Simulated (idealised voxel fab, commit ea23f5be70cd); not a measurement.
process module | voxel wiring stack
cross-section cut | 190 nm wide | cells 5 nm
A cross-section is a grid of square cells, given in bands from the top down. A band is one or more rows of cells.
Each band's line starts with the height of the band's top and of its bottom, in nm. Then come its materials from left to right, each with its width in nm. One material with "throughout" fills the band from edge to edge. "air" is empty space.
Height 0 is the level under which the wafer as received is all one material. The lowest band goes on downwards, as in "0 down".
A width such as "30 to 40" changes by the same amount from each row of cells to the next, from the band's top row to its bottom row.
"no change" after a step means that no cell of the cross-section changed.
closed voids: empty space of 8 cells or more with no open way to the top, each as width x height at its distance from the left edge, in nm
after a step's settings: what the simulator itself notes on the step
overlay nm, on a step with a mask: how far to the right of its planned place the mask lay; to the left if negative
Each pair below shows a cross-section before one step and the cross-section after it, down to the lowest band that changed. The line under each pair gives the step between them, with its settings. The pairs can come from different runs of this module on the same starting wafer, so a pair continues from the pair above only where its "before" says so.
before
  115 to 110: TiN 70 | air 10 | TiN 25 | air 10 | TiN 75
  110 to 100: lowk 65 | TiN 5 | air 10 | TiN 5 | lowk 15 | TiN 5 | air 10 | TiN 5 | lowk 70
  100 to 95: lowk 65 | TiN 5 | air 5 | TiN 10 | lowk 15 | TiN 5 | air 5 | TiN 10 | lowk 70
  95 to 80: lowk 65 | TiN 5 | air 5 | TiN 5 | lowk 20 | TiN 5 | air 5 | TiN 5 | lowk 75
  80 to 75: SiCN 65 | TiN 15 | SiCN 20 | TiN 15 | SiCN 75
  75 to 60: lowk 60 | SiCN 5 | Ru 20 | SiCN 5 | lowk 5 | SiCN 5 | Ru 20 | SiCN 5 | lowk 65
  60 to 55: SiCN 65 | TiN 20 | SiCN 15 | TiN 20 | SiCN 70
  55 to 40: lowk 65 | Ru 15 | lowk 20 | Ru 15 | lowk 75
  40 to 35: SiCN 65 | Ru 15 | SiCN 20 | Ru 15 | SiCN 75
  35 to 30: SiCN 65 | TiN 20 | SiCN 15 | TiN 20 | SiCN 70
  30 to 0: SiO2 throughout
  0 down: Si throughout
  closed voids: none
after
  125 to 115: Ru throughout
  115 to 110: TiN 70 | Ru 10 | TiN 25 | Ru 10 | TiN 75
  110 to 100: lowk 65 | TiN 5 | Ru 10 | TiN 5 | lowk 15 | TiN 5 | Ru 10 | TiN 5 | lowk 70
  100 to 95: lowk 65 | TiN 5 | Ru 5 | TiN 10 | lowk 15 | TiN 5 | Ru 5 | TiN 10 | lowk 70
  95 to 80: lowk 65 | TiN 5 | Ru 5 | TiN 5 | lowk 20 | TiN 5 | Ru 5 | TiN 5 | lowk 75
  below 80: unchanged
  closed voids: none
the step between: op FILL_DEP | material Ru | thk nm 10
before: the cross-section after the pair above
after
  110 to 100: lowk 65 | TiN 5 | Ru 10 | TiN 5 | lowk 15 | TiN 5 | Ru 10 | TiN 5 | lowk 70
  below 100: unchanged
  closed voids: none
the step between: op CMP | height nm 110
before: the cross-section after the pair above
after
  115 to 110: SiCN throughout
  below 110: unchanged
  closed voids: none
the step between: op CONFORMAL_DEP | material SiCN | thk nm 5
before
  35 to 20: lowk 65 | TiN 5 | W 10 | TiN 5 | lowk 15 | TiN 5 | W 10 | TiN 5 | lowk 70
  20 to 15: SiCN 65 | TiN 20 | SiCN 15 | TiN 20 | SiCN 70
  15 to 0: SiO2 throughout
  0 down: Si throughout
  closed voids: none
after
  50 to 35: lowk throughout
  below 35: unchanged
  closed voids: none
the step between: op DIRECTIONAL_DEP | material lowk | thk nm 15
before: the cross-section after the pair above
after
  55 to 50: SiCN throughout
  below 50: unchanged
  closed voids: none
the step between: op CONFORMAL_DEP | material SiCN | thk nm 5
before: the cross-section after the pair above
after
  70 to 55: resist 65 | air 15 | resist 20 | air 15 | resist 75
  below 55: unchanged
  closed voids: none
the step between: op PATTERN | tone open | mask id PLUG_1 | material resist | width nm 15 | pitch nm 35 | thk nm 15 | overlay nm 0
before: the cross-section after the pair above
after
  70 to 55: resist 65 | air 15 | resist 20 | air 15 | resist 75
  55 to 50: SiCN 65 | air 15 | SiCN 20 | air 15 | SiCN 75
  below 50: unchanged
  closed voids: none
the step between: op DIRECTIONAL_ETCH | etch materials SiCN | depth nm 5
before: the cross-section after the pair above
after
  55 to 50: SiCN 65 | air 15 | SiCN 20 | air 15 | SiCN 75
  below 50: unchanged
  closed voids: none
the step between: op STRIP | etch materials resist
before: the cross-section after the pair above
after
  60 to 55: TiN 65 | air 15 | TiN 20 | air 15 | TiN 75
  55 to 50: SiCN 65 | TiN 15 | SiCN 20 | TiN 15 | SiCN 75
  below 50: unchanged
  closed voids: none
the step between: op DIRECTIONAL_DEP | material TiN | thk nm 5
before: the cross-section after the pair above
after
  75 to 70: Ru 65 | air 15 | Ru 20 | air 15 | Ru 75
  70 to 60: Ru throughout
  60 to 55: TiN 65 | Ru 15 | TiN 20 | Ru 15 | TiN 75
  below 55: unchanged
  closed voids: none
the step between: op DIRECTIONAL_DEP | material Ru | thk nm 15
before: the cross-section after the pair above
after
  75 to 70: air 80 | Ru 5 | air 30 | Ru 5 | air 70
  70 to 60: air 65 | Ru 20 | air 15 | Ru 20 | air 70
  below 60: unchanged
  closed voids: none
the step between: op MASKED_ETCH | tone cover | mask id METAL_2 | width nm 20 | pitch nm 35 | etch materials Ru | depth nm 15 | overlay nm 0
before: the cross-section after the pair above
after
  75 to 70: air 80 | Ru 5 | air 30 | Ru 5 | air 70
  70 to 60: air 65 | Ru 20 | air 15 | Ru 20 | air 70
  60 to 55: air 65 | Ru 15 | TiN 5 | air 15 | Ru 15 | TiN 5 | air 70
  below 55: unchanged
  closed voids: none
the step between: op MASKED_ETCH | tone cover | mask id METAL_2 | width nm 20 | pitch nm 35 | etch materials TiN | depth nm 5 | overlay nm 0
before: the cross-section after the pair above
after
  80 to 75: air 75 | SiCN 15 | air 20 | SiCN 15 | air 65
  75 to 70: air 60 | SiCN 20 | Ru 5 | SiCN 5 | air 5 | SiCN 20 | Ru 5 | SiCN 5 | air 65
  70 to 60: air 60 | SiCN 5 | Ru 20 | SiCN 5 | air 5 | SiCN 5 | Ru 20 | SiCN 5 | air 65
  60 to 55: SiCN 65 | Ru 15 | TiN 5 | SiCN 15 | Ru 15 | TiN 5 | SiCN 70
  below 55: unchanged
  closed voids: none
the step between: op CONFORMAL_DEP | material SiCN | thk nm 5
before: the cross-section after the pair above
after
  85 to 80: lowk throughout
  80 to 75: lowk 75 | SiCN 15 | lowk 20 | SiCN 15 | lowk 65
  75 to 70: lowk 60 | SiCN 20 | Ru 5 | SiCN 5 | lowk 5 | SiCN 20 | Ru 5 | SiCN 5 | lowk 65
  70 to 60: lowk 60 | SiCN 5 | Ru 20 | SiCN 5 | lowk 5 | SiCN 5 | Ru 20 | SiCN 5 | lowk 65
  below 60: unchanged
  closed voids: none
the step between: op FILL_DEP | material lowk | thk nm 5
before: the cross-section after the pair above
after
  75 to 70: lowk 60 | SiCN 20 | Ru 5 | SiCN 5 | lowk 5 | SiCN 20 | Ru 5 | SiCN 5 | lowk 65
  below 70: unchanged
  closed voids: none
the step between: op CMP | height nm 75
before: the cross-section after the pair above
after
  80 to 75: SiCN throughout
  below 75: unchanged
  closed voids: none
the step between: op CONFORMAL_DEP | material SiCN | thk nm 5
before: the cross-section after the pair above
after
  110 to 80: lowk throughout
  below 80: unchanged
  closed voids: none
the step between: op DIRECTIONAL_DEP | material lowk | thk nm 30
before: the cross-section after the pair above
after
  125 to 110: resist 65 | air 15 | resist 20 | air 15 | resist 75
  below 110: unchanged
  closed voids: none
the step between: op PATTERN | tone open | mask id METAL_3_HOLES | material resist | width nm 15 | pitch nm 35 | thk nm 15 | overlay nm 0
before: the cross-section after the pair above
after
  125 to 110: resist 65 | air 15 | resist 20 | air 15 | resist 75
  110 to 80: lowk 65 | air 15 | lowk 20 | air 15 | lowk 75
  below 80: unchanged
  closed voids: none
the step between: op DIRECTIONAL_ETCH | etch materials lowk | depth nm 30
before: the cross-section after the pair above
after
  110 to 80: lowk 65 | air 15 | lowk 20 | air 15 | lowk 75
  below 80: unchanged
  closed voids: none
the step between: op STRIP | etch materials resist
before: the cross-section after the pair above
after
  125 to 110: aC 65 | air 15 | aC 20 | air 15 | aC 75
  110 to 95: lowk 65 | air 15 | lowk 20 | air 15 | lowk 75
  95 to 80: lowk 65 | aC 15 | lowk 20 | aC 15 | lowk 75
  below 80: unchanged
  closed voids: none
the step between: op DIRECTIONAL_DEP | material aC | thk nm 15
before: the cross-section after the pair above
after
  160 to 125: resist 65 | air 20 | resist 15 | air 20 | resist 70
  below 125: unchanged
  closed voids: none
the step between: op PATTERN | tone open | mask id METAL_3 | material resist | width nm 20 | pitch nm 35 | thk nm 35 | overlay nm 0
before: the cross-section after the pair above
after
  145 to 125: resist 65 | air 20 | resist 15 | air 20 | resist 70
  125 to 110: aC 65 | air 20 | aC 15 | air 20 | aC 70
  110 to 80: lowk 65 | air 15 | lowk 20 | air 15 | lowk 75
  below 80: unchanged
  closed voids: none
the step between: op DIRECTIONAL_ETCH | etch materials aC | depth nm 15
before: the cross-section after the pair above
after
  125 to 110: aC 65 | air 20 | aC 15 | air 20 | aC 70
  below 110: unchanged
  closed voids: none
the step between: op STRIP | etch materials resist
before: the cross-section after the pair above
after
  125 to 110: aC 65 | air 20 | aC 15 | air 20 | aC 70
  110 to 95: lowk 65 | air 20 | lowk 15 | air 20 | lowk 70
  below 95: unchanged
  closed voids: none
the step between: op DIRECTIONAL_ETCH | etch materials lowk | depth nm 15
before: the cross-section after the pair above
after
  125 to 110: aC 65 | air 20 | aC 15 | air 20 | aC 70
  110 to 95: lowk 65 | air 20 | lowk 15 | air 20 | lowk 70
  95 to 80: lowk 65 | air 15 | lowk 20 | air 15 | lowk 75
  80 to 75: SiCN 65 | air 15 | SiCN 20 | air 15 | SiCN 75
  below 75: unchanged
  closed voids: none
the step between: op DIRECTIONAL_ETCH | etch materials SiCN | depth nm 5
before: the cross-section after the pair above
after
  110 to 95: lowk 65 | air 20 | lowk 15 | air 20 | lowk 70
  below 95: unchanged
  closed voids: none
the step between: op STRIP | etch materials aC
before: the cross-section after the pair above
after
  115 to 110: TiN 70 | air 10 | TiN 25 | air 10 | TiN 75
  110 to 100: lowk 65 | TiN 5 | air 10 | TiN 5 | lowk 15 | TiN 5 | air 10 | TiN 5 | lowk 70
  100 to 95: lowk 65 | TiN 5 | air 5 | TiN 10 | lowk 15 | TiN 5 | air 5 | TiN 10 | lowk 70
  95 to 80: lowk 65 | TiN 5 | air 5 | TiN 5 | lowk 20 | TiN 5 | air 5 | TiN 5 | lowk 75
  80 to 75: SiCN 65 | TiN 15 | SiCN 20 | TiN 15 | SiCN 75
  below 75: unchanged
  closed voids: none
the step between: op CONFORMAL_DEP | material TiN | thk nm 5
before: the cross-section after the pair above
after
  125 to 115: Ru throughout
  115 to 110: TiN 70 | Ru 10 | TiN 25 | Ru 10 | TiN 75
  110 to 100: lowk 65 | TiN 5 | Ru 10 | TiN 5 | lowk 15 | TiN 5 | Ru 10 | TiN 5 | lowk 70
  100 to 95: lowk 65 | TiN 5 | Ru 5 | TiN 10 | lowk 15 | TiN 5 | Ru 5 | TiN 10 | lowk 70
  95 to 80: lowk 65 | TiN 5 | Ru 5 | TiN 5 | lowk 20 | TiN 5 | Ru 5 | TiN 5 | lowk 75
  below 80: unchanged
  closed voids: none
the step between: op FILL_DEP | material Ru | thk nm 10
before: the cross-section after the pair above
after
  110 to 100: lowk 65 | TiN 5 | Ru 10 | TiN 5 | lowk 15 | TiN 5 | Ru 10 | TiN 5 | lowk 70
  below 100: unchanged
  closed voids: none
the step between: op CMP | height nm 110
before: the cross-section after the pair above
after
  115 to 110: SiCN throughout
  below 110: unchanged
  closed voids: none
the step between: op CONFORMAL_DEP | material SiCN | thk nm 5
before
  80 to 75: SiCN throughout
  75 to 60: lowk 60 | SiCN 5 | Ru 20 | SiCN 5 | lowk 5 | SiCN 5 | Ru 20 | SiCN 5 | lowk 65
  60 to 55: SiCN 65 | TiN 20 | SiCN 15 | TiN 20 | SiCN 70
  55 to 40: lowk 65 | Ru 15 | lowk 20 | Ru 15 | lowk 75
  40 to 35: SiCN 65 | Ru 15 | SiCN 20 | Ru 15 | SiCN 75
  35 to 20: lowk 65 | TiN 5 | W 10 | TiN 5 | lowk 15 | TiN 5 | W 10 | TiN 5 | lowk 70
  20 to 15: SiCN 65 | TiN 20 | SiCN 15 | TiN 20 | SiCN 70
  15 to 0: SiO2 throughout
  0 down: Si throughout
  closed voids: none
after
  105 to 80: lowk throughout
  below 80: unchanged
  closed voids: none
the step between: op DIRECTIONAL_DEP | material lowk | thk nm 25
before: the cross-section after the pair above
after
  120 to 105: resist 65 | air 15 | resist 20 | air 15 | resist 75
  below 105: unchanged
  closed voids: none
the step between: op PATTERN | tone open | mask id METAL_3_HOLES | material resist | width nm 15 | pitch nm 35 | thk nm 15 | overlay nm 0
before: the cross-section after the pair above
after
  120 to 105: resist 65 | air 15 | resist 20 | air 15 | resist 75
  105 to 80: lowk 65 | air 15 | lowk 20 | air 15 | lowk 75
  below 80: unchanged
  closed voids: none
the step between: op DIRECTIONAL_ETCH | etch materials lowk | depth nm 30
before: the cross-section after the pair above
after
  105 to 80: lowk 65 | air 15 | lowk 20 | air 15 | lowk 75
  below 80: unchanged
  closed voids: none
the step between: op STRIP | etch materials resist
before: the cross-section after the pair above
after
  120 to 105: aC 65 | air 15 | aC 20 | air 15 | aC 75
  105 to 95: lowk 65 | air 15 | lowk 20 | air 15 | lowk 75
  95 to 80: lowk 65 | aC 15 | lowk 20 | aC 15 | lowk 75
  below 80: unchanged
  closed voids: none
the step between: op DIRECTIONAL_DEP | material aC | thk nm 15
before: the cross-section after the pair above
after
  155 to 120: resist 65 | air 20 | resist 15 | air 20 | resist 70
  below 120: unchanged
  closed voids: none
the step between: op PATTERN | tone open | mask id METAL_3 | material resist | width nm 20 | pitch nm 35 | thk nm 35 | overlay nm 0
before: the cross-section after the pair above
after
  140 to 120: resist 65 | air 20 | resist 15 | air 20 | resist 70
  120 to 105: aC 65 | air 20 | aC 15 | air 20 | aC 70
  105 to 80: lowk 65 | air 15 | lowk 20 | air 15 | lowk 75
  below 80: unchanged
  closed voids: none
the step between: op DIRECTIONAL_ETCH | etch materials aC | depth nm 15
before: the cross-section after the pair above
after
  120 to 105: aC 65 | air 20 | aC 15 | air 20 | aC 70
  below 105: unchanged
  closed voids: none
the step between: op STRIP | etch materials resist
before: the cross-section after the pair above
after
  120 to 105: aC 65 | air 20 | aC 15 | air 20 | aC 70
  105 to 90: lowk 65 | air 20 | lowk 15 | air 20 | lowk 70
  below 90: unchanged
  closed voids: none
the step between: op DIRECTIONAL_ETCH | etch materials lowk | depth nm 15
before: the cross-section after the pair above
after
  120 to 105: aC 65 | air 20 | aC 15 | air 20 | aC 70
  105 to 90: lowk 65 | air 20 | lowk 15 | air 20 | lowk 70
  90 to 80: lowk 65 | air 15 | lowk 20 | air 15 | lowk 75
  80 to 75: SiCN 65 | air 15 | SiCN 20 | air 15 | SiCN 75
  below 75: unchanged
  closed voids: none
the step between: op DIRECTIONAL_ETCH | etch materials SiCN | depth nm 5
before: the cross-section after the pair above
after
  105 to 90: lowk 65 | air 20 | lowk 15 | air 20 | lowk 70
  below 90: unchanged
  closed voids: none
the step between: op STRIP | etch materials aC
before: the cross-section after the pair above
after
  110 to 105: TiN 70 | air 10 | TiN 25 | air 10 | TiN 75
  105 to 95: lowk 65 | TiN 5 | air 10 | TiN 5 | lowk 15 | TiN 5 | air 10 | TiN 5 | lowk 70
  95 to 90: lowk 65 | TiN 5 | air 5 | TiN 10 | lowk 15 | TiN 5 | air 5 | TiN 10 | lowk 70
  90 to 80: lowk 65 | TiN 5 | air 5 | TiN 5 | lowk 20 | TiN 5 | air 5 | TiN 5 | lowk 75
  80 to 75: SiCN 65 | TiN 15 | SiCN 20 | TiN 15 | SiCN 75
  below 75: unchanged
  closed voids: none
the step between: op CONFORMAL_DEP | material TiN | thk nm 5
before: the cross-section after the pair above
after
  120 to 110: Ru throughout
  110 to 105: TiN 70 | Ru 10 | TiN 25 | Ru 10 | TiN 75
  105 to 95: lowk 65 | TiN 5 | Ru 10 | TiN 5 | lowk 15 | TiN 5 | Ru 10 | TiN 5 | lowk 70
  95 to 90: lowk 65 | TiN 5 | Ru 5 | TiN 10 | lowk 15 | TiN 5 | Ru 5 | TiN 10 | lowk 70
  90 to 80: lowk 65 | TiN 5 | Ru 5 | TiN 5 | lowk 20 | TiN 5 | Ru 5 | TiN 5 | lowk 75
  below 80: unchanged
  closed voids: none
the step between: op FILL_DEP | material Ru | thk nm 10
before: the cross-section after the pair above
after
  110 to 105: TiN 70 | Ru 10 | TiN 25 | Ru 10 | TiN 75
  below 105: unchanged
  closed voids: none
the step between: op CMP | height nm 110
before: the cross-section after the pair above
after
  115 to 110: SiCN throughout
  below 110: unchanged
  closed voids: none
the step between: op CONFORMAL_DEP | material SiCN | thk nm 5
before
  50 to 35: aC throughout
  35 to 20: lowk throughout
  20 to 15: SiCN throughout
  15 to 0: SiO2 throughout
  0 down: Si throughout
  closed voids: none
after
  85 to 50: resist 70 | air 15 | resist 20 | air 15 | resist 70
  below 50: unchanged
  closed voids: none
the step between: op PATTERN | tone open | mask id METAL_1 | material resist | width nm 15 | pitch nm 35 | thk nm 35 | overlay nm 0
before: the cross-section after the pair above
after
  70 to 50: resist 70 | air 15 | resist 20 | air 15 | resist 70
  50 to 35: aC 70 | air 15 | aC 20 | air 15 | aC 70
  below 35: unchanged
  closed voids: none
the step between: op DIRECTIONAL_ETCH | etch materials aC | depth nm 15
before: the cross-section after the pair above
after
  50 to 35: aC 70 | air 15 | aC 20 | air 15 | aC 70
  below 35: unchanged
  closed voids: none
the step between: op STRIP | etch materials resist
before: the cross-section after the pair above
after
  50 to 35: aC 70 | air 15 | aC 20 | air 15 | aC 70
  35 to 20: lowk 70 | air 15 | lowk 20 | air 15 | lowk 70
  below 20: unchanged
  closed voids: none
the step between: op DIRECTIONAL_ETCH | etch materials lowk | depth nm 15
before: the cross-section after the pair above
after
  50 to 35: aC 70 | air 15 | aC 20 | air 15 | aC 70
  35 to 20: lowk 70 | air 15 | lowk 20 | air 15 | lowk 70
  20 to 15: SiCN 70 | air 15 | SiCN 20 | air 15 | SiCN 70
  below 15: unchanged
  closed voids: none
the step between: op DIRECTIONAL_ETCH | etch materials SiCN | depth nm 5
before: the cross-section after the pair above
after
  35 to 20: lowk 70 | air 15 | lowk 20 | air 15 | lowk 70
  below 20: unchanged
  closed voids: none
the step between: op STRIP | etch materials aC
before: the cross-section after the pair above
after
  40 to 35: TiN 75 | air 5 | TiN 30 | air 5 | TiN 75
  35 to 20: lowk 70 | TiN 5 | air 5 | TiN 5 | lowk 20 | TiN 5 | air 5 | TiN 5 | lowk 70
  20 to 15: SiCN 70 | TiN 15 | SiCN 20 | TiN 15 | SiCN 70
  below 15: unchanged
  closed voids: none
the step between: op CONFORMAL_DEP | material TiN | thk nm 5
before: the cross-section after the pair above
after
  45 to 40: W throughout
  40 to 35: TiN 75 | W 5 | TiN 30 | W 5 | TiN 75
  35 to 20: lowk 70 | TiN 5 | W 5 | TiN 5 | lowk 20 | TiN 5 | W 5 | TiN 5 | lowk 70
  below 20: unchanged
  closed voids: none
the step between: op FILL_DEP | material W | thk nm 5
before: the cross-section after the pair above
after
  35 to 20: lowk 70 | TiN 5 | W 5 | TiN 5 | lowk 20 | TiN 5 | W 5 | TiN 5 | lowk 70
  below 20: unchanged
  closed voids: none
the step between: op CMP | height nm 35
before: the cross-section after the pair above
after
  40 to 35: SiCN throughout
  below 35: unchanged
  closed voids: none
the step between: op CONFORMAL_DEP | material SiCN | thk nm 5
before: the cross-section after the pair above
after
  55 to 40: lowk throughout
  below 40: unchanged
  closed voids: none
the step between: op DIRECTIONAL_DEP | material lowk | thk nm 15
before: the cross-section after the pair above
after
  70 to 55: resist 65 | air 15 | resist 20 | air 15 | resist 75
  below 55: unchanged
  closed voids: none
the step between: op PATTERN | tone open | mask id PLUG_1 | material resist | width nm 15 | pitch nm 35 | thk nm 15 | overlay nm 0
before: the cross-section after the pair above
after
  70 to 55: resist 65 | air 15 | resist 20 | air 15 | resist 75
  55 to 40: lowk 65 | air 15 | lowk 20 | air 15 | lowk 75
  below 40: unchanged
  closed voids: none
the step between: op DIRECTIONAL_ETCH | etch materials lowk | depth nm 15
before: the cross-section after the pair above
after
  70 to 55: resist 65 | air 15 | resist 20 | air 15 | resist 75
  55 to 40: lowk 65 | air 15 | lowk 20 | air 15 | lowk 75
  40 to 35: SiCN 65 | air 15 | SiCN 20 | air 15 | SiCN 75
  below 35: unchanged
  closed voids: none
the step between: op DIRECTIONAL_ETCH | etch materials SiCN | depth nm 5
before: the cross-section after the pair above
after
  55 to 40: lowk 65 | air 15 | lowk 20 | air 15 | lowk 75
  below 40: unchanged
  closed voids: none
the step between: op STRIP | etch materials resist
before: the cross-section after the pair above
after
  55 to 45: lowk 65 | air 15 | lowk 20 | air 15 | lowk 75
  45 to 40: lowk 65 | Ru 15 | lowk 20 | Ru 15 | lowk 75
  40 to 35: SiCN 65 | Ru 15 | SiCN 20 | Ru 15 | SiCN 75
  below 35: unchanged
  closed voids: none
the step between: op EPI | material Ru | thk nm 10
before: the cross-section after the pair above
after
  55 to 40: lowk 65 | Ru 15 | lowk 20 | Ru 15 | lowk 75
  below 40: unchanged
  closed voids: none
the step between: op EPI | material Ru | thk nm 10
before: the cross-section after the pair above
after
  60 to 55: TiN throughout
  below 55: unchanged
  closed voids: none
the step between: op DIRECTIONAL_DEP | material TiN | thk nm 5
before: the cross-section after the pair above
after
  75 to 60: Ru throughout
  below 60: unchanged
  closed voids: none
the step between: op DIRECTIONAL_DEP | material Ru | thk nm 15
before: the cross-section after the pair above
after
  75 to 60: air 65 | Ru 20 | air 15 | Ru 20 | air 70
  below 60: unchanged
  closed voids: none
the step between: op MASKED_ETCH | tone cover | mask id METAL_2 | width nm 20 | pitch nm 35 | etch materials Ru | depth nm 15 | overlay nm 0
before: the cross-section after the pair above
after
  75 to 60: air 65 | Ru 20 | air 15 | Ru 20 | air 70
  60 to 55: air 65 | TiN 20 | air 15 | TiN 20 | air 70
  below 55: unchanged
  closed voids: none
the step between: op MASKED_ETCH | tone cover | mask id METAL_2 | width nm 20 | pitch nm 35 | etch materials TiN | depth nm 5 | overlay nm 0
before: the cross-section after the pair above
after
  80 to 75: air 60 | SiCN 30 | air 5 | SiCN 30 | air 65
  75 to 60: air 60 | SiCN 5 | Ru 20 | SiCN 5 | air 5 | SiCN 5 | Ru 20 | SiCN 5 | air 65
  60 to 55: SiCN 65 | TiN 20 | SiCN 15 | TiN 20 | SiCN 70
  below 55: unchanged
  closed voids: none
the step between: op CONFORMAL_DEP | material SiCN | thk nm 5
before: the cross-section after the pair above
after
  85 to 80: lowk throughout
  80 to 75: lowk 60 | SiCN 30 | lowk 5 | SiCN 30 | lowk 65
  75 to 60: lowk 60 | SiCN 5 | Ru 20 | SiCN 5 | lowk 5 | SiCN 5 | Ru 20 | SiCN 5 | lowk 65
  below 60: unchanged
  closed voids: none
the step between: op FILL_DEP | material lowk | thk nm 5
before: the cross-section after the pair above
after
  75 to 60: lowk 60 | SiCN 5 | Ru 20 | SiCN 5 | lowk 5 | SiCN 5 | Ru 20 | SiCN 5 | lowk 65
  below 60: unchanged
  closed voids: none
the step between: op CMP | height nm 75
before: the cross-section after the pair above
after
  80 to 75: SiCN throughout
  below 75: unchanged
  closed voids: none
the step between: op CONFORMAL_DEP | material SiCN | thk nm 5
before: the cross-section after the pair above
after
  110 to 80: lowk throughout
  below 80: unchanged
  closed voids: none
the step between: op DIRECTIONAL_DEP | material lowk | thk nm 30
before: the cross-section after the pair above
after
  125 to 110: resist 65 | air 15 | resist 20 | air 15 | resist 75
  below 110: unchanged
  closed voids: none
the step between: op PATTERN | tone open | mask id METAL_3_HOLES | material resist | width nm 15 | pitch nm 35 | thk nm 15 | overlay nm 0
before: the cross-section after the pair above
after
  125 to 110: resist 65 | air 15 | resist 20 | air 15 | resist 75
  110 to 80: lowk 65 | air 15 | lowk 20 | air 15 | lowk 75
  below 80: unchanged
  closed voids: none
the step between: op DIRECTIONAL_ETCH | etch materials lowk | depth nm 30
before: the cross-section after the pair above
after
  110 to 80: lowk 65 | air 15 | lowk 20 | air 15 | lowk 75
  below 80: unchanged
  closed voids: none
the step between: op STRIP | etch materials resist
before: the cross-section after the pair above
after
  125 to 110: aC 65 | air 15 | aC 20 | air 15 | aC 75
  110 to 95: lowk 65 | air 15 | lowk 20 | air 15 | lowk 75
  95 to 80: lowk 65 | aC 15 | lowk 20 | aC 15 | lowk 75
  below 80: unchanged
  closed voids: none
the step between: op DIRECTIONAL_DEP | material aC | thk nm 15
before: the cross-section after the pair above
after
  160 to 125: resist 65 | air 20 | resist 15 | air 20 | resist 70
  below 125: unchanged
  closed voids: none
the step between: op PATTERN | tone open | mask id METAL_3 | material resist | width nm 20 | pitch nm 35 | thk nm 35 | overlay nm 0
before: the cross-section after the pair above
after
  145 to 125: resist 65 | air 20 | resist 15 | air 20 | resist 70
  125 to 110: aC 65 | air 20 | aC 15 | air 20 | aC 70
  110 to 80: lowk 65 | air 15 | lowk 20 | air 15 | lowk 75
  below 80: unchanged
  closed voids: none
the step between: op DIRECTIONAL_ETCH | etch materials aC | depth nm 15
before: the cross-section after the pair above
after
  125 to 110: aC 65 | air 20 | aC 15 | air 20 | aC 70
  below 110: unchanged
  closed voids: none
the step between: op STRIP | etch materials resist
before: the cross-section after the pair above
after
  125 to 110: aC 65 | air 20 | aC 15 | air 20 | aC 70
  110 to 95: lowk 65 | air 20 | lowk 15 | air 20 | lowk 70
  below 95: unchanged
  closed voids: none
the step between: op DIRECTIONAL_ETCH | etch materials lowk | depth nm 15
before: the cross-section after the pair above
after
  125 to 110: aC 65 | air 20 | aC 15 | air 20 | aC 70
  110 to 95: lowk 65 | air 20 | lowk 15 | air 20 | lowk 70
  95 to 80: lowk 65 | air 15 | lowk 20 | air 15 | lowk 75
  80 to 75: SiCN 65 | air 15 | SiCN 20 | air 15 | SiCN 75
  below 75: unchanged
  closed voids: none
the step between: op DIRECTIONAL_ETCH | etch materials SiCN | depth nm 5
before: the cross-section after the pair above
after
  110 to 95: lowk 65 | air 20 | lowk 15 | air 20 | lowk 70
  below 95: unchanged
  closed voids: none
the step between: op STRIP | etch materials aC
before: the cross-section after the pair above
after
  115 to 110: TiN 70 | air 10 | TiN 25 | air 10 | TiN 75
  110 to 100: lowk 65 | TiN 5 | air 10 | TiN 5 | lowk 15 | TiN 5 | air 10 | TiN 5 | lowk 70
  100 to 95: lowk 65 | TiN 5 | air 5 | TiN 10 | lowk 15 | TiN 5 | air 5 | TiN 10 | lowk 70
  95 to 80: lowk 65 | TiN 5 | air 5 | TiN 5 | lowk 20 | TiN 5 | air 5 | TiN 5 | lowk 75
  80 to 75: SiCN 65 | TiN 15 | SiCN 20 | TiN 15 | SiCN 75
  below 75: unchanged
  closed voids: none
the step between: op CONFORMAL_DEP | material TiN | thk nm 5
before: the cross-section after the pair above
after
  125 to 115: Ru throughout
  115 to 110: TiN 70 | Ru 10 | TiN 25 | Ru 10 | TiN 75
  110 to 100: lowk 65 | TiN 5 | Ru 10 | TiN 5 | lowk 15 | TiN 5 | Ru 10 | TiN 5 | lowk 70
  100 to 95: lowk 65 | TiN 5 | Ru 5 | TiN 10 | lowk 15 | TiN 5 | Ru 5 | TiN 10 | lowk 70
  95 to 80: lowk 65 | TiN 5 | Ru 5 | TiN 5 | lowk 20 | TiN 5 | Ru 5 | TiN 5 | lowk 75
  below 80: unchanged
  closed voids: none
the step between: op FILL_DEP | material Ru | thk nm 10
before: the cross-section after the pair above
after
  110 to 100: lowk 65 | TiN 5 | Ru 10 | TiN 5 | lowk 15 | TiN 5 | Ru 10 | TiN 5 | lowk 70
  below 100: unchanged
  closed voids: none
the step between: op CMP | height nm 110
before: the cross-section after the pair above
after
  115 to 110: SiCN throughout
  below 110: unchanged
  closed voids: none
the step between: op CONFORMAL_DEP | material SiCN | thk nm 5
before
  125 to 110: aC 65 | air 15 | aC 20 | air 15 | aC 75
  110 to 95: lowk 65 | air 15 | lowk 20 | air 15 | lowk 75
  95 to 80: lowk 65 | aC 15 | lowk 20 | aC 15 | lowk 75
  80 to 75: SiCN throughout
  75 to 60: lowk 60 | SiCN 5 | Ru 20 | SiCN 5 | lowk 5 | SiCN 5 | Ru 20 | SiCN 5 | lowk 65
  60 to 55: SiCN 65 | TiN 20 | SiCN 15 | TiN 20 | SiCN 70
  55 to 40: lowk 65 | Ru 15 | lowk 20 | Ru 15 | lowk 75
  40 to 35: SiCN 65 | Ru 15 | SiCN 20 | Ru 15 | SiCN 75
  35 to 20: lowk 65 | TiN 5 | W 10 | TiN 5 | lowk 15 | TiN 5 | W 10 | TiN 5 | lowk 70
  20 to 15: SiCN 65 | TiN 20 | SiCN 15 | TiN 20 | SiCN 70
  15 to 0: SiO2 throughout
  0 down: Si throughout
  closed voids: none
after
  160 to 125: resist 75 | air 20 | resist 15 | air 20 | resist 60
  125 to 110: aC 65 | resist 10 | air 5 | aC 20 | resist 10 | air 5 | aC 75
  110 to 95: lowk 65 | resist 10 | air 5 | lowk 20 | resist 10 | air 5 | lowk 75
  below 95: unchanged
  closed voids: none
the step between: op PATTERN | tone open | mask id METAL_3 | material resist | width nm 20 | pitch nm 35 | thk nm 35 | overlay nm 10
before: the cross-section after the pair above
after
  145 to 125: resist 75 | air 20 | resist 15 | air 20 | resist 60
  125 to 110: aC 65 | resist 10 | air 20 | aC 5 | resist 10 | air 20 | aC 60
  110 to 95: lowk 65 | resist 10 | air 5 | lowk 20 | resist 10 | air 5 | lowk 75
  95 to 80: lowk 65 | aC 10 | air 5 | lowk 20 | aC 10 | air 5 | lowk 75
  below 80: unchanged
  closed voids: none
the step between: op DIRECTIONAL_ETCH | etch materials aC | depth nm 15
before: the cross-section after the pair above
after
  125 to 110: aC 65 | air 30 | aC 5 | air 30 | aC 60
  110 to 95: lowk 65 | air 15 | lowk 20 | air 15 | lowk 75
  below 95: unchanged
  closed voids: none
the step between: op STRIP | etch materials resist
